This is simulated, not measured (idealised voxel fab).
Process module name: voxel capacitor over wiring
FYI the section here is cut, 195 nm wide, cells are 5 nm squares.
In what follows, cross-sections appear as grids of square cells, described through bands that run from the top down, where every band is one or more rows of cells.
The entry gives the band's vertical extent as a top height and a bottom height in nm, then its horizontal make-up as materials from left to right, each with a width in nm. "blank" stands for empty space; a single material marked "throughout" fills the band edge to edge.
Height 0 is the level under which the wafer as received is all one material. The lowest band goes on downwards, as in "0..down".
A width such as "30->40" changes by the same amount from each row of cells to the next, from the band's top row to its bottom row.
You'll sometimes find "nothing was modified" written for a step, and that's the way of saying that nowhere in the cross-section did a cell change during that step.
Under "Sealed void list" you'll find the enclosed gaps, the ones with no way out to the top, that are 8 cells or bigger; each reads width x height at distance, with distance counted from the left edge, everything in nm.
The remark found on a step's line after its settings is issued by the simulator itself and pertains to that step.
The setting "overlay nm" may be written on the line of a step. When the step uses a mask, the value reports how far to the right of the planned place the mask lay, and a negative value reports that it lay to the left.

-- So here's the lineup of process steps we planned
| 1 | RECEIVE [material Si] |
| 2 | CONFORMAL_DEP [material SiO2] [thk nm 10] |
| 3 | CONFORMAL_DEP [material SiN] [thk nm 5] |
| 4 | DIRECTIONAL_DEP [material lowk] [thk nm 15] |
| 5 | PATTERN [tone open] [mask id METAL_1] [material resist] [width nm 25] [pitch nm 95] [thk nm 20] [overlay nm 0] |
| 6 | DIRECTIONAL_ETCH [etch materials lowk] [depth nm 15] |
| 7 | DIRECTIONAL_ETCH [etch materials SiN] [depth nm 5] |
| 8 | STRIP [etch materials resist] |
| 9 | CONFORMAL_DEP [material TiN] [thk nm 5] |
| 10 | FILL_DEP [material Cu] [thk nm 5] |
| 11 | CMP [height nm 30] |
| 12 | CONFORMAL_DEP [material SiCN] [thk nm 5] |
| 13 | DIRECTIONAL_DEP [material SiO2] [thk nm 15] |
| 14 | MASKED_ETCH [tone open] [mask id PLUG_1] [width nm 15] [etch materials SiO2] [depth nm 15] [overlay nm 0] |
| 15 | MASKED_ETCH [tone open] [mask id PLUG_1] [width nm 15] [etch materials SiCN] [depth nm 5] [overlay nm 0] |
| 16 | CONFORMAL_DEP [material TiN] [thk nm 5] |
| 17 | FILL_DEP [material Cu] [thk nm 5] |
| 18 | CMP [height nm 50] |
| 19 | DIRECTIONAL_DEP [material TiN] [thk nm 10] |
| 20 | DIRECTIONAL_DEP [material HfO2] [thk nm 5] |
| 21 | DIRECTIONAL_DEP [material TiN] [thk nm 5] |
| 22 | DIRECTIONAL_DEP [material aC] [thk nm 15] |
| 23 | PATTERN [tone cover] [mask id UPPER_PLATE] [material resist] [width nm 75] [thk nm 30] [overlay nm 0] |
| 24 | DIRECTIONAL_ETCH [etch materials aC] [depth nm 15] |
| 25 | STRIP [etch materials resist] |
| 26 | DIRECTIONAL_ETCH [etch materials TiN] [depth nm 5] |
| 27 | DIRECTIONAL_ETCH [etch materials HfO2] [depth nm 5] |
| 28 | STRIP [etch materials aC] |
| 29 | PATTERN [tone cover] [mask id LOWER_PLATE] [material resist] [width nm 85] [thk nm 15] [overlay nm 0] |
| 30 | DIRECTIONAL_ETCH [etch materials TiN] [depth nm 10] |
| 31 | STRIP [etch materials resist] |
| 32 | FILL_DEP [material SiO2] [thk nm 15] |
| 33 | CMP [height nm 80] |
| 34 | PATTERN [tone open] [mask id PLUG_2] [material resist] [width nm 15] [thk nm 20] [overlay nm 0] |
| 35 | DIRECTIONAL_ETCH [etch materials SiO2] [depth nm 10] |
| 36 | STRIP [etch materials resist] |
| 37 | CONFORMAL_DEP [material TiN] [thk nm 5] |
| 38 | FILL_DEP [material W] [thk nm 5] |
| 39 | CMP [height nm 80] |
| 40 | CONFORMAL_DEP [material SiCN] [thk nm 5] |

-- Cross-section, incoming material, after step 1
    0..down  Si throughout
    Sealed void list: none

-- Same starting wafer, same plan as above, one mistake in the execution; this is the cross-section at the end of the module
    85..80  SiCN throughout
    80..75  55 of SiO2, then 5 of TiN, then 5 of W, then 5 of TiN, then 125 of SiO2
    75..65  55->45 of SiO2, then 15->75 of TiN, then 125->75 of SiO2
    65..60  45 of SiO2, then 75 of HfO2, then 75 of SiO2
    60..55  40 of SiO2, then 85 of TiN, then 70 of SiO2
    55..50  TiN throughout
    50..35  45 of SiO2, then 5 of TiN, then 5 of Cu, then 5 of TiN, then 135 of SiO2
    35..30  45 of SiCN, then 15 of TiN, then 135 of SiCN
    30..15  35 of lowk, then 5 of TiN, then 15 of Cu, then 5 of TiN, then 70 of lowk, then 5 of TiN, then 15 of Cu, then 5 of TiN, then 40 of lowk
    15..10  35 of SiN, then 25 of TiN, then 70 of SiN, then 25 of TiN, then 40 of SiN
    10..0  SiO2 throughout
    0..down  Si throughout
    Sealed void list: none
Plan not followed: step 30 deviated from plan and actually ran as DIRECTIONAL_ETCH [etch materials TiN] [depth nm 5]
